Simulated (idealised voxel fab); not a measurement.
The following is a process module called voxel tone inversion.
Displayed cross-section: cut, width of 195 nm, square cells sized 5 nm.
Cross-section, as written here: a square-cell grid given band by band from the top down, where a band holds one or more rows of cells.
The entry gives the band's vertical extent as a top height and a bottom height in nm, then its horizontal make-up as materials from left to right, each with a width in nm. "air" stands for empty space; a single material marked "edge to edge" fills the band edge to edge.
Below 0: as-received wafer, all one material; heights counted from there. Lowest band: no bottom, goes on down, written "top 0, no bottom".
Think of "30 to 40" as a width that walks from the first number to the second as you go down the band, top row to bottom row, taking equal-sized steps from row to row.
Step marked "remains unaltered"? Then no cell in the cross-section changed in it.
What "Enclosed void list" gives you is every empty space of 8 cells or more that is cut off from the top. Each appears as width x height at distance, with the distance taken from the left edge and width, height and distance all in nm.
It should be noted that, on the line of a given step, the content following the step's settings is a remark produced by the simulator itself with respect to that step.
overlay nm: how far to the right of its planned place the mask lay on this masked step (negative: to the left).
**So here's the lineup of process steps we planned**
1 RECEIVE [material Si]
2 CONFORMAL_DEP [material SiN] [thk nm 10]
3 DIRECTIONAL_DEP [material aC] [thk nm 15]
4 PATTERN [tone cover] [mask id POSTS] [material resist] [width nm 20] [pitch nm 45] [thk nm 25] [overlay nm 0]
5 DIRECTIONAL_ETCH [etch materials aC] [depth nm 15]
6 STRIP [etch materials resist]
7 FILL_DEP [material lowk] [thk nm 5]
8 CMP [height nm 25]
9 STRIP [etch materials aC]
**First of two wafers, processed according to plan**
**Cross-section, incoming material, after step 1**
    top 0, no bottom = Si edge to edge
    Enclosed void list: none
**Once step 2 is through, the wafer looks like this in cross-section**
    top 10, bottom 0 = SiN edge to edge
    Below 0, no change.
**Once step 3 is through, the wafer looks like this in cross-section**
    top 25, bottom 10 = aC edge to edge
    Below 10, no change.
**Once step 4 is through, the wafer looks like this in cross-section**
    top 50, bottom 25 = air=65 / resist=20 / air=25 / resist=20 / air=65
    Below 25, no change.
**Once step 5 is through, the wafer looks like this in cross-section**
    top 35, bottom 25 = air=65 / resist=20 / air=25 / resist=20 / air=65
    top 25, bottom 10 = air=65 / aC=20 / air=25 / aC=20 / air=65
    Below 10, no change.
**Once step 6 is through, the wafer looks like this in cross-section**
    top 25, bottom 10 = air=65 / aC=20 / air=25 / aC=20 / air=65
    Below 10, no change.
**Once step 7 is through, the wafer looks like this in cross-section**
    top 30, bottom 25 = lowk edge to edge
    top 25, bottom 10 = lowk=65 / aC=20 / lowk=25 / aC=20 / lowk=65
    Below 10, no change.
**Once step 8 is through, the wafer looks like this in cross-section**
    top 25, bottom 10 = lowk=65 / aC=20 / lowk=25 / aC=20 / lowk=65
    Below 10, no change.
**Once step 9 is through, the wafer looks like this in cross-section**
    top 25, bottom 10 = lowk=65 / air=20 / lowk=25 / air=20 / lowk=65
    Below 10, no change.
**Second of two: same start, same plan, one run error; steps up to and including 3 match the first**
**Planned end of step 4: second wafer, cross-section**
    top 50, bottom 25 = air=55 / resist=20 / air=25 / resist=20 / air=75
    Below 25, no change.
**Planned end of step 5: second wafer, cross-section**
    top 35, bottom 25 = air=55 / resist=20 / air=25 / resist=20 / air=75
    top 25, bottom 10 = air=55 / aC=20 / air=25 / aC=20 / air=75
    Below 10, no change.
**Planned end of step 6: second wafer, cross-section**
    top 25, bottom 10 = air=55 / aC=20 / air=25 / aC=20 / air=75
    Below 10, no change.
**Planned end of step 7: second wafer, cross-section**
    top 30, bottom 25 = lowk edge to edge
    top 25, bottom 10 = lowk=55 / aC=20 / lowk=25 / aC=20 / lowk=75
    Below 10, no change.
**Planned end of step 8: second wafer, cross-section**
    top 25, bottom 10 = lowk=55 / aC=20 / lowk=25 / aC=20 / lowk=75
    Below 10, no change.
**Planned end of step 9: second wafer, cross-section**
    top 25, bottom 10 = lowk=55 / air=20 / lowk=25 / air=20 / lowk=75
    Below 10, no change.
In executing the process, a mistake was made relative to the plan: step 4 ran differently from the plan; actual operation with settings: PATTERN [tone cover] [mask id POSTS] [material resist] [width nm 20] [pitch nm 45] [thk nm 25] [overlay nm -10]
Final state: per-material cell counts identical on both wafers; locations differ.
